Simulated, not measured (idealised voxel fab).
process module | voxel capacitor over wiring
cross-section cut | 250 nm wide | cells 5 nm
A cross-section is a grid of square cells, given in bands from the top down. A band is one or more rows of cells.
Each band's line starts with the height of the band's top and of its bottom, in nm. Then come its materials from left to right, each with its width in nm. One material with "throughout" fills the band from edge to edge. "air" is empty space.
Height 0 is the level under which the wafer as received is all one material. The lowest band goes on downwards, as in "0 down".
A width such as "30 to 40" changes by the same amount from each row of cells to the next, from the band's top row to its bottom row.
"no change" after a step means that no cell of the cross-section changed.
closed voids: empty space of 8 cells or more with no open way to the top, each as width x height at its distance from the left edge, in nm
after a step's settings: what the simulator itself notes on the step
overlay nm, on a step with a mask: how far to the right of its planned place the mask lay; to the left if negative
Each pair below shows a cross-section before one step and the cross-section after it, down to the lowest band that changed. The line under each pair gives the step between them, with its settings. The pairs can come from different runs of this module on the same starting wafer, so a pair continues from the pair above only where its "before" says so.
before
  0 down: Si throughout
  closed voids: none
after
  10 to 0: SiO2 throughout
  below 0: unchanged
  closed voids: none
the step between: op CONFORMAL_DEP | material SiO2 | thk nm 10
before: the cross-section after the pair above
after
  15 to 10: TiN throughout
  below 10: unchanged
  closed voids: none
the step between: op DIRECTIONAL_DEP | material TiN | thk nm 5
before: the cross-section after the pair above
after
  40 to 15: Ru throughout
  below 15: unchanged
  closed voids: none
the step between: op DIRECTIONAL_DEP | material Ru | thk nm 25
before: the cross-section after the pair above
after
  60 to 40: air 70 | resist 30 | air 50 | resist 30 | air 70
  below 40: unchanged
  closed voids: none
the step between: op PATTERN | tone cover | mask id METAL_1 | material resist | width nm 30 | pitch nm 80 | thk nm 20 | overlay nm 0
before: the cross-section after the pair above
after
  60 to 40: air 70 | resist 30 | air 50 | resist 30 | air 70
  40 to 15: air 70 | Ru 30 | air 50 | Ru 30 | air 70
  below 15: unchanged
  closed voids: none
the step between: op DIRECTIONAL_ETCH | etch materials Ru | depth nm 25
before: the cross-section after the pair above
after
  60 to 40: air 70 | resist 30 | air 50 | resist 30 | air 70
  40 to 15: air 70 | Ru 30 | air 50 | Ru 30 | air 70
  15 to 10: air 70 | TiN 30 | air 50 | TiN 30 | air 70
  below 10: unchanged
  closed voids: none
the step between: op DIRECTIONAL_ETCH | etch materials TiN | depth nm 5
before: the cross-section after the pair above
after
  40 to 15: air 70 | Ru 30 | air 50 | Ru 30 | air 70
  below 15: unchanged
  closed voids: none
the step between: op STRIP | etch materials resist
before: the cross-section after the pair above
after
  45 to 40: air 65 | SiN 40 | air 40 | SiN 40 | air 65
  40 to 15: air 65 | SiN 5 | Ru 30 | SiN 5 | air 40 | SiN 5 | Ru 30 | SiN 5 | air 65
  15 to 10: SiN 70 | TiN 30 | SiN 50 | TiN 30 | SiN 70
  below 10: unchanged
  closed voids: none
the step between: op CONFORMAL_DEP | material SiN | thk nm 5
before: the cross-section after the pair above
after
  55 to 45: SiO2 throughout
  45 to 40: SiO2 65 | SiN 40 | SiO2 40 | SiN 40 | SiO2 65
  40 to 15: SiO2 65 | SiN 5 | Ru 30 | SiN 5 | SiO2 40 | SiN 5 | Ru 30 | SiN 5 | SiO2 65
  below 15: unchanged
  closed voids: none
the step between: op FILL_DEP | material SiO2 | thk nm 10
before: the cross-section after the pair above
after
  40 to 15: SiO2 65 | SiN 5 | Ru 30 | SiN 5 | SiO2 40 | SiN 5 | Ru 30 | SiN 5 | SiO2 65
  below 15: unchanged
  closed voids: none
the step between: op CMP | height nm 40
before: the cross-section after the pair above
after
  45 to 40: SiCN throughout
  below 40: unchanged
  closed voids: none
the step between: op CONFORMAL_DEP | material SiCN | thk nm 5
before: the cross-section after the pair above
after
  60 to 45: SiO2 throughout
  below 45: unchanged
  closed voids: none
the step between: op DIRECTIONAL_DEP | material SiO2 | thk nm 15
before: the cross-section after the pair above
after
  80 to 60: resist 85 | air 15 | resist 150
  below 60: unchanged
  closed voids: none
the step between: op PATTERN | tone open | mask id PLUG_1 | material resist | width nm 15 | thk nm 20 | overlay nm 0
before: the cross-section after the pair above
after
  80 to 60: resist 85 | air 15 | resist 150
  60 to 45: SiO2 85 | air 15 | SiO2 150
  below 45: unchanged
  closed voids: none
the step between: op DIRECTIONAL_ETCH | etch materials SiO2 | depth nm 15
before: the cross-section after the pair above
after
  80 to 60: resist 85 | air 15 | resist 150
  60 to 45: SiO2 85 | air 15 | SiO2 150
  45 to 40: SiCN 85 | air 15 | SiCN 150
  below 40: unchanged
  closed voids: none
the step between: op DIRECTIONAL_ETCH | etch materials SiCN | depth nm 5
before: the cross-section after the pair above
after
  60 to 45: SiO2 85 | air 15 | SiO2 150
  below 45: unchanged
  closed voids: none
the step between: op STRIP | etch materials resist
before: the cross-section after the pair above
after
  65 to 60: TiN 90 | air 5 | TiN 155
  60 to 45: SiO2 85 | TiN 5 | air 5 | TiN 5 | SiO2 150
  45 to 40: SiCN 85 | TiN 15 | SiCN 150
  below 40: unchanged
  closed voids: none
the step between: op CONFORMAL_DEP | material TiN | thk nm 5
before: the cross-section after the pair above
after
  70 to 65: Cu throughout
  65 to 60: TiN 90 | Cu 5 | TiN 155
  60 to 45: SiO2 85 | TiN 5 | Cu 5 | TiN 5 | SiO2 150
  below 45: unchanged
  closed voids: none
the step between: op FILL_DEP | material Cu | thk nm 5
before: the cross-section after the pair above
after
  60 to 45: SiO2 85 | TiN 5 | Cu 5 | TiN 5 | SiO2 150
  below 45: unchanged
  closed voids: none
the step between: op CMP | height nm 60
before: the cross-section after the pair above
after
  65 to 60: TiN throughout
  below 60: unchanged
  closed voids: none
the step between: op DIRECTIONAL_DEP | material TiN | thk nm 5
before: the cross-section after the pair above
after
  70 to 65: SiN throughout
  below 65: unchanged
  closed voids: none
the step between: op DIRECTIONAL_DEP | material SiN | thk nm 5
before: the cross-section after the pair above
after
  80 to 70: TiN throughout
  below 70: unchanged
  closed voids: none
the step between: op DIRECTIONAL_DEP | material TiN | thk nm 10
before: the cross-section after the pair above
after
  100 to 80: air 85 | resist 55 | air 110
  below 80: unchanged
  closed voids: none
the step between: op PATTERN | tone cover | mask id UPPER_PLATE | material resist | width nm 55 | thk nm 20 | overlay nm 0
before: the cross-section after the pair above
after
  100 to 80: air 85 | resist 55 | air 110
  80 to 70: air 85 | TiN 55 | air 110
  below 70: unchanged
  closed voids: none
the step between: op DIRECTIONAL_ETCH | etch materials TiN | depth nm 10
before: the cross-section after the pair above
after
  100 to 80: air 85 | resist 55 | air 110
  80 to 70: air 85 | TiN 55 | air 110
  70 to 65: air 85 | SiN 55 | air 110
  below 65: unchanged
  closed voids: none
the step between: op DIRECTIONAL_ETCH | etch materials SiN | depth nm 5
before: the cross-section after the pair above
after
  80 to 70: air 85 | TiN 55 | air 110
  below 70: unchanged
  closed voids: none
the step between: op STRIP | etch materials resist
before: the cross-section after the pair above
after
  95 to 80: air 80 | resist 65 | air 105
  80 to 70: air 80 | resist 5 | TiN 55 | resist 5 | air 105
  70 to 65: air 80 | resist 5 | SiN 55 | resist 5 | air 105
  below 65: unchanged
  closed voids: none
the step between: op PATTERN | tone cover | mask id LOWER_PLATE | material resist | width nm 65 | thk nm 15 | overlay nm 0
before: the cross-section after the pair above
after
  95 to 80: air 80 | resist 65 | air 105
  80 to 70: air 80 | resist 5 | TiN 55 | resist 5 | air 105
  70 to 65: air 80 | resist 5 | SiN 55 | resist 5 | air 105
  65 to 60: air 80 | TiN 65 | air 105
  below 60: unchanged
  closed voids: none
the step between: op DIRECTIONAL_ETCH | etch materials TiN | depth nm 5
before: the cross-section after the pair above
after
  80 to 70: air 85 | TiN 55 | air 110
  70 to 65: air 85 | SiN 55 | air 110
  below 65: unchanged
  closed voids: none
the step between: op STRIP | etch materials resist
before: the cross-section after the pair above
after
  100 to 80: SiO2 throughout
  80 to 70: SiO2 85 | TiN 55 | SiO2 110
  70 to 65: SiO2 85 | SiN 55 | SiO2 110
  65 to 60: SiO2 80 | TiN 65 | SiO2 105
  below 60: unchanged
  closed voids: none
the step between: op FILL_DEP | material SiO2 | thk nm 20
before: the cross-section after the pair above
after
  95 to 80: SiO2 throughout
  below 80: unchanged
  closed voids: none
the step between: op CMP | height nm 95
before: the cross-section after the pair above
after
  110 to 95: aC throughout
  below 95: unchanged
  closed voids: none
the step between: op DIRECTIONAL_DEP | material aC | thk nm 15
before: the cross-section after the pair above
after
  145 to 110: resist 95 | air 15 | resist 140
  below 110: unchanged
  closed voids: none
the step between: op PATTERN | tone open | mask id PLUG_2 | material resist | width nm 15 | thk nm 35 | overlay nm 0
before: the cross-section after the pair above
after
  130 to 110: resist 95 | air 15 | resist 140
  110 to 95: aC 95 | air 15 | aC 140
  below 95: unchanged
  closed voids: none
the step between: op DIRECTIONAL_ETCH | etch materials aC | depth nm 15
before: the cross-section after the pair above
after
  110 to 95: aC 95 | air 15 | aC 140
  below 95: unchanged
  closed voids: none
the step between: op STRIP | etch materials resist
before: the cross-section after the pair above
after
  110 to 95: aC 95 | air 15 | aC 140
  95 to 80: SiO2 95 | air 15 | SiO2 140
  below 80: unchanged
  closed voids: none
the step between: op DIRECTIONAL_ETCH | etch materials SiO2 | depth nm 15
before: the cross-section after the pair above
after
  95 to 80: SiO2 95 | air 15 | SiO2 140
  below 80: unchanged
  closed voids: none
the step between: op STRIP | etch materials aC
before: the cross-section after the pair above
after
  100 to 95: TiN 100 | air 5 | TiN 145
  95 to 85: SiO2 95 | TiN 5 | air 5 | TiN 5 | SiO2 140
  85 to 80: SiO2 95 | TiN 15 | SiO2 140
  below 80: unchanged
  closed voids: none
the step between: op CONFORMAL_DEP | material TiN | thk nm 5
before: the cross-section after the pair above
after
  110 to 100: W throughout
  100 to 95: TiN 100 | W 5 | TiN 145
  95 to 85: SiO2 95 | TiN 5 | W 5 | TiN 5 | SiO2 140
  below 85: unchanged
  closed voids: none
the step between: op FILL_DEP | material W | thk nm 10
before: the cross-section after the pair above
after
  95 to 85: SiO2 95 | TiN 5 | W 5 | TiN 5 | SiO2 140
  below 85: unchanged
  closed voids: none
the step between: op CMP | height nm 95
before: the cross-section after the pair above
after
  100 to 95: SiN throughout
  below 95: unchanged
  closed voids: none
the step between: op CONFORMAL_DEP | material SiN | thk nm 5
before
  10 to 0: SiO2 throughout
  0 down: Si throughout
  closed voids: none
after
  35 to 10: Ru throughout
  below 10: unchanged
  closed voids: none
the step between: op DIRECTIONAL_DEP | material Ru | thk nm 25
before: the cross-section after the pair above
after
  55 to 35: air 70 | resist 30 | air 50 | resist 30 | air 70
  below 35: unchanged
  closed voids: none
the step between: op PATTERN | tone cover | mask id METAL_1 | material resist | width nm 30 | pitch nm 80 | thk nm 20 | overlay nm 0
before: the cross-section after the pair above
after
  55 to 35: air 70 | resist 30 | air 50 | resist 30 | air 70
  35 to 10: air 70 | Ru 30 | air 50 | Ru 30 | air 70
  below 10: unchanged
  closed voids: none
the step between: op DIRECTIONAL_ETCH | etch materials Ru | depth nm 25
before: the cross-section after the pair above
after
  35 to 10: air 70 | Ru 30 | air 50 | Ru 30 | air 70
  below 10: unchanged
  closed voids: none
the step between: op STRIP | etch materials resist
before: the cross-section after the pair above
after
  40 to 35: air 65 | SiN 40 | air 40 | SiN 40 | air 65
  35 to 15: air 65 | SiN 5 | Ru 30 | SiN 5 | air 40 | SiN 5 | Ru 30 | SiN 5 | air 65
  15 to 10: SiN 70 | Ru 30 | SiN 50 | Ru 30 | SiN 70
  below 10: unchanged
  closed voids: none
the step between: op CONFORMAL_DEP | material SiN | thk nm 5
before: the cross-section after the pair above
after
  50 to 40: SiO2 throughout
  40 to 35: SiO2 65 | SiN 40 | SiO2 40 | SiN 40 | SiO2 65
  35 to 15: SiO2 65 | SiN 5 | Ru 30 | SiN 5 | SiO2 40 | SiN 5 | Ru 30 | SiN 5 | SiO2 65
  below 15: unchanged
  closed voids: none
the step between: op FILL_DEP | material SiO2 | thk nm 10
before: the cross-section after the pair above
after
  40 to 35: SiO2 65 | SiN 40 | SiO2 40 | SiN 40 | SiO2 65
  below 35: unchanged
  closed voids: none
the step between: op CMP | height nm 40
before: the cross-section after the pair above
after
  45 to 40: SiCN throughout
  below 40: unchanged
  closed voids: none
the step between: op CONFORMAL_DEP | material SiCN | thk nm 5
before: the cross-section after the pair above
after
  60 to 45: SiO2 throughout
  below 45: unchanged
  closed voids: none
the step between: op DIRECTIONAL_DEP | material SiO2 | thk nm 15
before: the cross-section after the pair above
after
  80 to 60: resist 85 | air 15 | resist 150
  below 60: unchanged
  closed voids: none
the step between: op PATTERN | tone open | mask id PLUG_1 | material resist | width nm 15 | thk nm 20 | overlay nm 0
before: the cross-section after the pair above
after
  80 to 60: resist 85 | air 15 | resist 150
  60 to 45: SiO2 85 | air 15 | SiO2 150
  below 45: unchanged
  closed voids: none
the step between: op DIRECTIONAL_ETCH | etch materials SiO2 | depth nm 15
before: the cross-section after the pair above
after
  80 to 60: resist 85 | air 15 | resist 150
  60 to 45: SiO2 85 | air 15 | SiO2 150
  45 to 40: SiCN 85 | air 15 | SiCN 150
  below 40: unchanged
  closed voids: none
the step between: op DIRECTIONAL_ETCH | etch materials SiCN | depth nm 5
before: the cross-section after the pair above
after
  60 to 45: SiO2 85 | air 15 | SiO2 150
  below 45: unchanged
  closed voids: none
the step between: op STRIP | etch materials resist
before: the cross-section after the pair above
after
  65 to 60: TiN 90 | air 5 | TiN 155
  60 to 45: SiO2 85 | TiN 5 | air 5 | TiN 5 | SiO2 150
  45 to 40: SiCN 85 | TiN 15 | SiCN 150
  below 40: unchanged
  closed voids: none
the step between: op CONFORMAL_DEP | material TiN | thk nm 5
before: the cross-section after the pair above
after
  70 to 65: Cu throughout
  65 to 60: TiN 90 | Cu 5 | TiN 155
  60 to 45: SiO2 85 | TiN 5 | Cu 5 | TiN 5 | SiO2 150
  below 45: unchanged
  closed voids: none
the step between: op FILL_DEP | material Cu | thk nm 5
before: the cross-section after the pair above
after
  60 to 45: SiO2 85 | TiN 5 | Cu 5 | TiN 5 | SiO2 150
  below 45: unchanged
  closed voids: none
the step between: op CMP | height nm 60
before: the cross-section after the pair above
after
  65 to 60: TiN throughout
  below 60: unchanged
  closed voids: none
the step between: op DIRECTIONAL_DEP | material TiN | thk nm 5
before: the cross-section after the pair above
after
  70 to 65: SiN throughout
  below 65: unchanged
  closed voids: none
the step between: op DIRECTIONAL_DEP | material SiN | thk nm 5
before: the cross-section after the pair above
after
  80 to 70: TiN throughout
  below 70: unchanged
  closed voids: none
the step between: op DIRECTIONAL_DEP | material TiN | thk nm 10
before: the cross-section after the pair above
after
  100 to 80: air 85 | resist 55 | air 110
  below 80: unchanged
  closed voids: none
the step between: op PATTERN | tone cover | mask id UPPER_PLATE | material resist | width nm 55 | thk nm 20 | overlay nm 0
before: the cross-section after the pair above
after
  100 to 80: air 85 | resist 55 | air 110
  80 to 70: air 85 | TiN 55 | air 110
  below 70: unchanged
  closed voids: none
the step between: op DIRECTIONAL_ETCH | etch materials TiN | depth nm 10
before: the cross-section after the pair above
after
  100 to 80: air 85 | resist 55 | air 110
  80 to 70: air 85 | TiN 55 | air 110
  70 to 65: air 85 | SiN 55 | air 110
  below 65: unchanged
  closed voids: none
the step between: op DIRECTIONAL_ETCH | etch materials SiN | depth nm 5
before: the cross-section after the pair above
after
  80 to 70: air 85 | TiN 55 | air 110
  below 70: unchanged
  closed voids: none
the step between: op STRIP | etch materials resist
before: the cross-section after the pair above
after
  95 to 80: air 80 | resist 65 | air 105
  80 to 70: air 80 | resist 5 | TiN 55 | resist 5 | air 105
  70 to 65: air 80 | resist 5 | SiN 55 | resist 5 | air 105
  below 65: unchanged
  closed voids: none
the step between: op PATTERN | tone cover | mask id LOWER_PLATE | material resist | width nm 65 | thk nm 15 | overlay nm 0
before: the cross-section after the pair above
after
  95 to 80: air 80 | resist 65 | air 105
  80 to 70: air 80 | resist 5 | TiN 55 | resist 5 | air 105
  70 to 65: air 80 | resist 5 | SiN 55 | resist 5 | air 105
  65 to 60: air 80 | TiN 65 | air 105
  below 60: unchanged
  closed voids: none
the step between: op DIRECTIONAL_ETCH | etch materials TiN | depth nm 5
before: the cross-section after the pair above
after
  80 to 70: air 85 | TiN 55 | air 110
  70 to 65: air 85 | SiN 55 | air 110
  below 65: unchanged
  closed voids: none
the step between: op STRIP | etch materials resist
before: the cross-section after the pair above
after
  100 to 80: SiO2 throughout
  80 to 70: SiO2 85 | TiN 55 | SiO2 110
  70 to 65: SiO2 85 | SiN 55 | SiO2 110
  65 to 60: SiO2 80 | TiN 65 | SiO2 105
  below 60: unchanged
  closed voids: none
the step between: op FILL_DEP | material SiO2 | thk nm 20
before: the cross-section after the pair above
after
  95 to 80: SiO2 throughout
  below 80: unchanged
  closed voids: none
the step between: op CMP | height nm 95
before: the cross-section after the pair above
after
  110 to 95: aC throughout
  below 95: unchanged
  closed voids: none
the step between: op DIRECTIONAL_DEP | material aC | thk nm 15
before: the cross-section after the pair above
after
  145 to 110: resist 95 | air 15 | resist 140
  below 110: unchanged
  closed voids: none
the step between: op PATTERN | tone open | mask id PLUG_2 | material resist | width nm 15 | thk nm 35 | overlay nm 0
before: the cross-section after the pair above
after
  130 to 110: resist 95 | air 15 | resist 140
  110 to 95: aC 95 | air 15 | aC 140
  below 95: unchanged
  closed voids: none
the step between: op DIRECTIONAL_ETCH | etch materials aC | depth nm 15
before: the cross-section after the pair above
after
  110 to 95: aC 95 | air 15 | aC 140
  below 95: unchanged
  closed voids: none
the step between: op STRIP | etch materials resist
before: the cross-section after the pair above
after
  110 to 95: aC 95 | air 15 | aC 140
  95 to 80: SiO2 95 | air 15 | SiO2 140
  below 80: unchanged
  closed voids: none
the step between: op DIRECTIONAL_ETCH | etch materials SiO2 | depth nm 15
before: the cross-section after the pair above
after
  95 to 80: SiO2 95 | air 15 | SiO2 140
  below 80: unchanged
  closed voids: none
the step between: op STRIP | etch materials aC
before: the cross-section after the pair above
after
  100 to 95: TiN 100 | air 5 | TiN 145
  95 to 85: SiO2 95 | TiN 5 | air 5 | TiN 5 | SiO2 140
  85 to 80: SiO2 95 | TiN 15 | SiO2 140
  below 80: unchanged
  closed voids: none
the step between: op CONFORMAL_DEP | material TiN | thk nm 5
before: the cross-section after the pair above
after
  110 to 100: W throughout
  100 to 95: TiN 100 | W 5 | TiN 145
  95 to 85: SiO2 95 | TiN 5 | W 5 | TiN 5 | SiO2 140
  below 85: unchanged
  closed voids: none
the step between: op FILL_DEP | material W | thk nm 10
before: the cross-section after the pair above
after
  95 to 85: SiO2 95 | TiN 5 | W 5 | TiN 5 | SiO2 140
  below 85: unchanged
  closed voids: none
the step between: op CMP | height nm 95
before: the cross-section after the pair above
after
  100 to 95: SiN throughout
  below 95: unchanged
  closed voids: none
the step between: op CONFORMAL_DEP | material SiN | thk nm 5
before
  35 to 10: Ru throughout
  10 to 0: SiO2 throughout
  0 down: Si throughout
  closed voids: none
after
  40 to 35: TiN throughout
  below 35: unchanged
  closed voids: none
the step between: op DIRECTIONAL_DEP | material TiN | thk nm 5
before: the cross-section after the pair above
after
  60 to 40: air 70 | resist 30 | air 50 | resist 30 | air 70
  below 40: unchanged
  closed voids: none
the step between: op PATTERN | tone cover | mask id METAL_1 | material resist | width nm 30 | pitch nm 80 | thk nm 20 | overlay nm 0
before: the cross-section after the pair above
after
  60 to 40: air 70 | resist 30 | air 50 | resist 30 | air 70
  40 to 35: air 70 | TiN 30 | air 50 | TiN 30 | air 70
  below 35: unchanged
  closed voids: none
the step between: op DIRECTIONAL_ETCH | etch materials TiN | depth nm 5
before: the cross-section after the pair above
after
  40 to 35: air 70 | TiN 30 | air 50 | TiN 30 | air 70
  below 35: unchanged
  closed voids: none
the step between: op STRIP | etch materials resist
before: the cross-section after the pair above
after
  45 to 40: air 65 | SiN 40 | air 40 | SiN 40 | air 65
  40 to 35: SiN 70 | TiN 30 | SiN 50 | TiN 30 | SiN 70
  below 35: unchanged
  closed voids: none
the step between: op CONFORMAL_DEP | material SiN | thk nm 5
before: the cross-section after the pair above
after
  55 to 45: SiO2 throughout
  45 to 40: SiO2 65 | SiN 40 | SiO2 40 | SiN 40 | SiO2 65
  below 40: unchanged
  closed voids: none
the step between: op FILL_DEP | material SiO2 | thk nm 10
before: the cross-section after the pair above
after
  40 to 35: SiN 70 | TiN 30 | SiN 50 | TiN 30 | SiN 70
  below 35: unchanged
  closed voids: none
the step between: op CMP | height nm 40
before: the cross-section after the pair above
after
  45 to 40: SiCN throughout
  below 40: unchanged
  closed voids: none
the step between: op CONFORMAL_DEP | material SiCN | thk nm 5
before: the cross-section after the pair above
after
  60 to 45: SiO2 throughout
  below 45: unchanged
  closed voids: none
the step between: op DIRECTIONAL_DEP | material SiO2 | thk nm 15
before: the cross-section after the pair above
after
  80 to 60: resist 85 | air 15 | resist 150
  below 60: unchanged
  closed voids: none
the step between: op PATTERN | tone open | mask id PLUG_1 | material resist | width nm 15 | thk nm 20 | overlay nm 0
before: the cross-section after the pair above
after
  80 to 60: resist 85 | air 15 | resist 150
  60 to 45: SiO2 85 | air 15 | SiO2 150
  below 45: unchanged
  closed voids: none
the step between: op DIRECTIONAL_ETCH | etch materials SiO2 | depth nm 15
before: the cross-section after the pair above
after
  80 to 60: resist 85 | air 15 | resist 150
  60 to 45: SiO2 85 | air 15 | SiO2 150
  45 to 40: SiCN 85 | air 15 | SiCN 150
  below 40: unchanged
  closed voids: none
the step between: op DIRECTIONAL_ETCH | etch materials SiCN | depth nm 5
before: the cross-section after the pair above
after
  60 to 45: SiO2 85 | air 15 | SiO2 150
  below 45: unchanged
  closed voids: none
the step between: op STRIP | etch materials resist
before: the cross-section after the pair above
after
  65 to 60: TiN 90 | air 5 | TiN 155
  60 to 45: SiO2 85 | TiN 5 | air 5 | TiN 5 | SiO2 150
  45 to 40: SiCN 85 | TiN 15 | SiCN 150
  below 40: unchanged
  closed voids: none
the step between: op CONFORMAL_DEP | material TiN | thk nm 5
before: the cross-section after the pair above
after
  70 to 65: Cu throughout
  65 to 60: TiN 90 | Cu 5 | TiN 155
  60 to 45: SiO2 85 | TiN 5 | Cu 5 | TiN 5 | SiO2 150
  below 45: unchanged
  closed voids: none
the step between: op FILL_DEP | material Cu | thk nm 5
before: the cross-section after the pair above
after
  60 to 45: SiO2 85 | TiN 5 | Cu 5 | TiN 5 | SiO2 150
  below 45: unchanged
  closed voids: none
the step between: op CMP | height nm 60
before: the cross-section after the pair above
after
  65 to 60: TiN throughout
  below 60: unchanged
  closed voids: none
the step between: op DIRECTIONAL_DEP | material TiN | thk nm 5
before: the cross-section after the pair above
after
  70 to 65: SiN throughout
  below 65: unchanged
  closed voids: none
the step between: op DIRECTIONAL_DEP | material SiN | thk nm 5
before: the cross-section after the pair above
after
  80 to 70: TiN throughout
  below 70: unchanged
  closed voids: none
the step between: op DIRECTIONAL_DEP | material TiN | thk nm 10
before: the cross-section after the pair above
after
  100 to 80: air 85 | resist 55 | air 110
  below 80: unchanged
  closed voids: none
the step between: op PATTERN | tone cover | mask id UPPER_PLATE | material resist | width nm 55 | thk nm 20 | overlay nm 0
before: the cross-section after the pair above
after
  100 to 80: air 85 | resist 55 | air 110
  80 to 70: air 85 | TiN 55 | air 110
  below 70: unchanged
  closed voids: none
the step between: op DIRECTIONAL_ETCH | etch materials TiN | depth nm 10
before: the cross-section after the pair above
after
  100 to 80: air 85 | resist 55 | air 110
  80 to 70: air 85 | TiN 55 | air 110
  70 to 65: air 85 | SiN 55 | air 110
  below 65: unchanged
  closed voids: none
the step between: op DIRECTIONAL_ETCH | etch materials SiN | depth nm 5
before: the cross-section after the pair above
after
  80 to 70: air 85 | TiN 55 | air 110
  below 70: unchanged
  closed voids: none
the step between: op STRIP | etch materials resist
before: the cross-section after the pair above
after
  95 to 80: air 80 | resist 65 | air 105
  80 to 70: air 80 | resist 5 | TiN 55 | resist 5 | air 105
  70 to 65: air 80 | resist 5 | SiN 55 | resist 5 | air 105
  below 65: unchanged
  closed voids: none
the step between: op PATTERN | tone cover | mask id LOWER_PLATE | material resist | width nm 65 | thk nm 15 | overlay nm 0
before: the cross-section after the pair above
after
  95 to 80: air 80 | resist 65 | air 105
  80 to 70: air 80 | resist 5 | TiN 55 | resist 5 | air 105
  70 to 65: air 80 | resist 5 | SiN 55 | resist 5 | air 105
  65 to 60: air 80 | TiN 65 | air 105
  below 60: unchanged
  closed voids: none
the step between: op DIRECTIONAL_ETCH | etch materials TiN | depth nm 5
before: the cross-section after the pair above
after
  80 to 70: air 85 | TiN 55 | air 110
  70 to 65: air 85 | SiN 55 | air 110
  below 65: unchanged
  closed voids: none
the step between: op STRIP | etch materials resist
before: the cross-section after the pair above
after
  100 to 80: SiO2 throughout
  80 to 70: SiO2 85 | TiN 55 | SiO2 110
  70 to 65: SiO2 85 | SiN 55 | SiO2 110
  65 to 60: SiO2 80 | TiN 65 | SiO2 105
  below 60: unchanged
  closed voids: none
the step between: op FILL_DEP | material SiO2 | thk nm 20
before: the cross-section after the pair above
after
  95 to 80: SiO2 throughout
  below 80: unchanged
  closed voids: none
the step between: op CMP | height nm 95
before: the cross-section after the pair above
after
  110 to 95: aC throughout
  below 95: unchanged
  closed voids: none
the step between: op DIRECTIONAL_DEP | material aC | thk nm 15
before: the cross-section after the pair above
after
  145 to 110: resist 95 | air 15 | resist 140
  below 110: unchanged
  closed voids: none
the step between: op PATTERN | tone open | mask id PLUG_2 | material resist | width nm 15 | thk nm 35 | overlay nm 0
before: the cross-section after the pair above
after
  130 to 110: resist 95 | air 15 | resist 140
  110 to 95: aC 95 | air 15 | aC 140
  below 95: unchanged
  closed voids: none
the step between: op DIRECTIONAL_ETCH | etch materials aC | depth nm 15
before: the cross-section after the pair above
after
  110 to 95: aC 95 | air 15 | aC 140
  below 95: unchanged
  closed voids: none
the step between: op STRIP | etch materials resist
before: the cross-section after the pair above
after
  110 to 95: aC 95 | air 15 | aC 140
  95 to 80: SiO2 95 | air 15 | SiO2 140
  below 80: unchanged
  closed voids: none
the step between: op DIRECTIONAL_ETCH | etch materials SiO2 | depth nm 15
before: the cross-section after the pair above
after
  95 to 80: SiO2 95 | air 15 | SiO2 140
  below 80: unchanged
  closed voids: none
the step between: op STRIP | etch materials aC
before: the cross-section after the pair above
after
  100 to 95: TiN 100 | air 5 | TiN 145
  95 to 85: SiO2 95 | TiN 5 | air 5 | TiN 5 | SiO2 140
  85 to 80: SiO2 95 | TiN 15 | SiO2 140
  below 80: unchanged
  closed voids: none
the step between: op CONFORMAL_DEP | material TiN | thk nm 5
before: the cross-section after the pair above
after
  110 to 100: W throughout
  100 to 95: TiN 100 | W 5 | TiN 145
  95 to 85: SiO2 95 | TiN 5 | W 5 | TiN 5 | SiO2 140
  below 85: unchanged
  closed voids: none
the step between: op FILL_DEP | material W | thk nm 10
before: the cross-section after the pair above
after
  95 to 85: SiO2 95 | TiN 5 | W 5 | TiN 5 | SiO2 140
  below 85: unchanged
  closed voids: none
the step between: op CMP | height nm 95
before: the cross-section after the pair above
after
  100 to 95: SiN throughout
  below 95: unchanged
  closed voids: none
the step between: op CONFORMAL_DEP | material SiN | thk nm 5
before
  110 to 100: W throughout
  100 to 95: TiN 100 | W 5 | TiN 145
  95 to 85: SiO2 95 | TiN 5 | W 5 | TiN 5 | SiO2 140
  85 to 80: SiO2 95 | TiN 15 | SiO2 140
  80 to 70: SiO2 85 | TiN 55 | SiO2 110
  70 to 65: SiO2 85 | SiN 55 | SiO2 110
  65 to 60: SiO2 80 | TiN 65 | SiO2 105
  60 to 45: SiO2 85 | TiN 5 | Cu 5 | TiN 5 | SiO2 150
  45 to 40: SiCN 85 | TiN 15 | SiCN 150
  40 to 15: SiO2 65 | SiN 5 | Ru 30 | SiN 5 | SiO2 40 | SiN 5 | Ru 30 | SiN 5 | SiO2 65
  15 to 10: SiN 70 | TiN 30 | SiN 50 | TiN 30 | SiN 70
  10 to 0: SiO2 throughout
  0 down: Si throughout
  closed voids: none
after
  105 to 100: W throughout
  below 100: unchanged
  closed voids: none
the step between: op CMP | height nm 105
before: the cross-section after the pair above
after
  110 to 105: SiN throughout
  below 105: unchanged
  closed voids: none
the step between: op CONFORMAL_DEP | material SiN | thk nm 5
before
  110 to 95: aC throughout
  95 to 80: SiO2 throughout
  80 to 70: SiO2 85 | TiN 55 | SiO2 110
  70 to 65: SiO2 85 | SiN 55 | SiO2 110
  65 to 60: SiO2 80 | TiN 65 | SiO2 105
  60 to 45: SiO2 85 | TiN 5 | Cu 5 | TiN 5 | SiO2 150
  45 to 40: SiCN 85 | TiN 15 | SiCN 150
  40 to 15: SiO2 65 | SiN 5 | Ru 30 | SiN 5 | SiO2 40 | SiN 5 | Ru 30 | SiN 5 | SiO2 65
  15 to 10: SiN 70 | TiN 30 | SiN 50 | TiN 30 | SiN 70
  10 to 0: SiO2 throughout
  0 down: Si throughout
  closed voids: none
after
  145 to 110: resist 90 | air 25 | resist 135
  below 110: unchanged
  closed voids: none
the step between: op PATTERN | tone open | mask id PLUG_2 | material resist | width nm 25 | thk nm 35 | overlay nm 0
before: the cross-section after the pair above
after
  130 to 110: resist 90 | air 25 | resist 135
  110 to 95: aC 90 | air 25 | aC 135
  below 95: unchanged
  closed voids: none
the step between: op DIRECTIONAL_ETCH | etch materials aC | depth nm 15
before: the cross-section after the pair above
after
  110 to 95: aC 90 | air 25 | aC 135
  below 95: unchanged
  closed voids: none
the step between: op STRIP | etch materials resist
before: the cross-section after the pair above
after
  110 to 95: aC 90 | air 25 | aC 135
  95 to 80: SiO2 90 | air 25 | SiO2 135
  below 80: unchanged
  closed voids: none
the step between: op DIRECTIONAL_ETCH | etch materials SiO2 | depth nm 15
before: the cross-section after the pair above
after
  95 to 80: SiO2 90 | air 25 | SiO2 135
  below 80: unchanged
  closed voids: none
the step between: op STRIP | etch materials aC
before: the cross-section after the pair above
after
  100 to 95: TiN 95 | air 15 | TiN 140
  95 to 85: SiO2 90 | TiN 5 | air 15 | TiN 5 | SiO2 135
  85 to 80: SiO2 90 | TiN 25 | SiO2 135
  below 80: unchanged
  closed voids: none
the step between: op CONFORMAL_DEP | material TiN | thk nm 5
before: the cross-section after the pair above
after
  110 to 100: W throughout
  100 to 95: TiN 95 | W 15 | TiN 140
  95 to 85: SiO2 90 | TiN 5 | W 15 | TiN 5 | SiO2 135
  below 85: unchanged
  closed voids: none
the step between: op FILL_DEP | material W | thk nm 10
